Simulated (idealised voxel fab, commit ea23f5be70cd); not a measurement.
Proc. module: voxel wiring stack
Shown is cross-section cut, with a width of 200 nm and square cells of size 5 nm.
Cross-section spec: square-cell grid; bands listed top down; each band is one or more rows. Band: top height; bottom height; in nm. Then, left to right: material with width in nm, for each material. "all across": a single material spanning edge to edge. "empty": empty space. The level at which height equals 0 is the one under which the wafer, as it arrives, is entirely one material. No lower edge exists for the bottom band, which continues downward and is notated as in "z 0 and below". Read "30..40" as a graded width: first number on top, second number at the bottom, same change between each pair of neighbouring rows. Any step labelled "no change" changed none of the cells in the cross-section. Entry "Internal closed voids" = empty spaces >= 8 cells with no open way to the top; each as width x height at distance, distance from left edge, all nm. On a step's line, text after the settings is the simulator commenting on that step. Among the settings permitted on a step's line is "overlay nm"; applied to a step with a mask, it specifies the extent to which the mask lay to the right of its planned position, whereas a negative figure signifies a position to the left.

[plan]
| 1 | RECEIVE: material Si |
| 2 | CONFORMAL_DEP: material SiO2, thk nm 15 |
| 3 | DIRECTIONAL_DEP: material TiN, thk nm 5 |
| 4 | DIRECTIONAL_DEP: material Ru, thk nm 15 |
| 5 | MASKED_ETCH: tone cover, mask id METAL_1, width nm 30, pitch nm 60, etch materials Ru, depth nm 15, overlay nm 0 |
| 6 | MASKED_ETCH: tone cover, mask id METAL_1, width nm 30, pitch nm 60, etch materials TiN, depth nm 5, overlay nm 0 |
| 7 | FILL_DEP: material lowk, thk nm 5 |
| 8 | CMP: height nm 35 |
| 9 | CONFORMAL_DEP: material SiCN, thk nm 5 |
| 10 | DIRECTIONAL_DEP: material lowk, thk nm 20 |
| 11 | PATTERN: tone open, mask id PLUG_1, material resist, width nm 15, pitch nm 60, thk nm 15, overlay nm 0 |
| 12 | DIRECTIONAL_ETCH: etch materials lowk, depth nm 20 |
| 13 | DIRECTIONAL_ETCH: etch materials SiCN, depth nm 5 |
| 14 | STRIP: etch materials resist |
| 15 | CONFORMAL_DEP: material TiN, thk nm 5 |
| 16 | FILL_DEP: material Cu, thk nm 5 |
| 17 | CMP: height nm 60 |
| 18 | DIRECTIONAL_DEP: material TiN, thk nm 5 |
| 19 | DIRECTIONAL_DEP: material W, thk nm 15 |
| 20 | PATTERN: tone cover, mask id METAL_2, material resist, width nm 30, pitch nm 60, thk nm 20, overlay nm 0 |
| 21 | DIRECTIONAL_ETCH: etch materials W, depth nm 15 |
| 22 | DIRECTIONAL_ETCH: etch materials TiN, depth nm 5 |
| 23 | STRIP: etch materials resist |
| 24 | CONFORMAL_DEP: material SiCN, thk nm 5 |
| 25 | FILL_DEP: material lowk, thk nm 10 |
| 26 | CMP: height nm 80 |
| 27 | CONFORMAL_DEP: material SiCN, thk nm 5 |
| 28 | DIRECTIONAL_DEP: material SiO2, thk nm 20 |
| 29 | MASKED_ETCH: tone open, mask id PLUG_2, width nm 15, pitch nm 60, etch materials SiO2, depth nm 20, overlay nm 0 |
| 30 | MASKED_ETCH: tone open, mask id PLUG_2, width nm 15, pitch nm 60, etch materials SiCN, depth nm 5, overlay nm 0 |
| 31 | EPI: material Ru, thk nm 10 |
| 32 | EPI: material Ru, thk nm 10 |
| 33 | EPI: material Ru, thk nm 5 |
| 34 | DIRECTIONAL_DEP: material TiN, thk nm 5 |
| 35 | DIRECTIONAL_DEP: material W, thk nm 25 |
| 36 | MASKED_ETCH: tone cover, mask id METAL_3, width nm 30, pitch nm 60, etch materials W, depth nm 25, overlay nm 0 |
| 37 | MASKED_ETCH: tone cover, mask id METAL_3, width nm 30, pitch nm 60, etch materials TiN, depth nm 5, overlay nm 0 |
| 38 | CONFORMAL_DEP: material SiN, thk nm 5 |
| 39 | FILL_DEP: material lowk, thk nm 10 |
| 40 | CMP: height nm 135 |
| 41 | CONFORMAL_DEP: material SiN, thk nm 5 |

[Received-state cross-section, reflecting completion of step 1]
- z 0 and below  Si all across
- Internal closed voids: none

[Module complete - cross-section of the first of two wafers, run according to plan]
- z 140 to 135  SiN all across
- z 135 to 110  50 nm lowk / 5 nm SiN / 30 nm W / 5 nm SiN / 20 nm lowk / 5 nm SiN / 30 nm W / 5 nm SiN / 50 nm lowk
- z 110 to 105  55 nm SiN / 30 nm TiN / 30 nm SiN / 30 nm TiN / 55 nm SiN
- z 105 to 85  55 nm SiO2 / 15 nm Ru / 45 nm SiO2 / 15 nm Ru / 70 nm SiO2
- z 85 to 80  55 nm SiCN / 15 nm Ru / 45 nm SiCN / 15 nm Ru / 70 nm SiCN
- z 80 to 65  50 nm lowk / 5 nm SiCN / 30 nm W / 5 nm SiCN / 20 nm lowk / 5 nm SiCN / 30 nm W / 5 nm SiCN / 50 nm lowk
- z 65 to 60  55 nm SiCN / 30 nm TiN / 30 nm SiCN / 30 nm TiN / 55 nm SiCN
- z 60 to 40  55 nm lowk / 5 nm TiN / 5 nm Cu / 5 nm TiN / 45 nm lowk / 5 nm TiN / 5 nm Cu / 5 nm TiN / 70 nm lowk
- z 40 to 35  55 nm SiCN / 15 nm TiN / 45 nm SiCN / 15 nm TiN / 70 nm SiCN
- z 35 to 20  55 nm lowk / 30 nm Ru / 30 nm lowk / 30 nm Ru / 55 nm lowk
- z 20 to 15  55 nm lowk / 30 nm TiN / 30 nm lowk / 30 nm TiN / 55 nm lowk
- z 15 to 0  SiO2 all across
- z 0 and below  Si all across
- Internal closed voids: none

[Cross-section, wafer two of two, end of module: same start and plan as wafer one, one error in execution]
- z 140 to 135  SiN all across
- z 135 to 110  50 nm lowk / 5 nm SiN / 30 nm W / 5 nm SiN / 20 nm lowk / 5 nm SiN / 30 nm W / 5 nm SiN / 50 nm lowk
- z 110 to 105  55 nm SiN / 30 nm TiN / 30 nm SiN / 30 nm TiN / 55 nm SiN
- z 105 to 85  55 nm SiO2 / 15 nm Ru / 45 nm SiO2 / 15 nm Ru / 70 nm SiO2
- z 85 to 80  55 nm SiCN / 15 nm Ru / 45 nm SiCN / 15 nm Ru / 70 nm SiCN
- z 80 to 65  50 nm lowk / 5 nm SiCN / 30 nm W / 5 nm SiCN / 20 nm lowk / 5 nm SiCN / 30 nm W / 5 nm SiCN / 50 nm lowk
- z 65 to 60  55 nm SiCN / 30 nm TiN / 30 nm SiCN / 30 nm TiN / 55 nm SiCN
- z 60 to 40  55 nm lowk / 5 nm TiN / 5 nm Cu / 5 nm TiN / 45 nm lowk / 5 nm TiN / 5 nm Cu / 5 nm TiN / 70 nm lowk
- z 40 to 35  55 nm SiCN / 15 nm TiN / 45 nm SiCN / 15 nm TiN / 70 nm SiCN
- z 35 to 30  55 nm lowk / 30 nm TiN / 30 nm lowk / 30 nm TiN / 55 nm lowk
- z 30 to 0  SiO2 all across
- z 0 and below  Si all across
- Internal closed voids: none
What was done differently from what was planned? execution of plan step 2 occurred twice
In the final state, the cell counts of the second wafer exceed or fall short of those of the first for the following materials: -36 Ru; +120 SiO2; -84 lowk
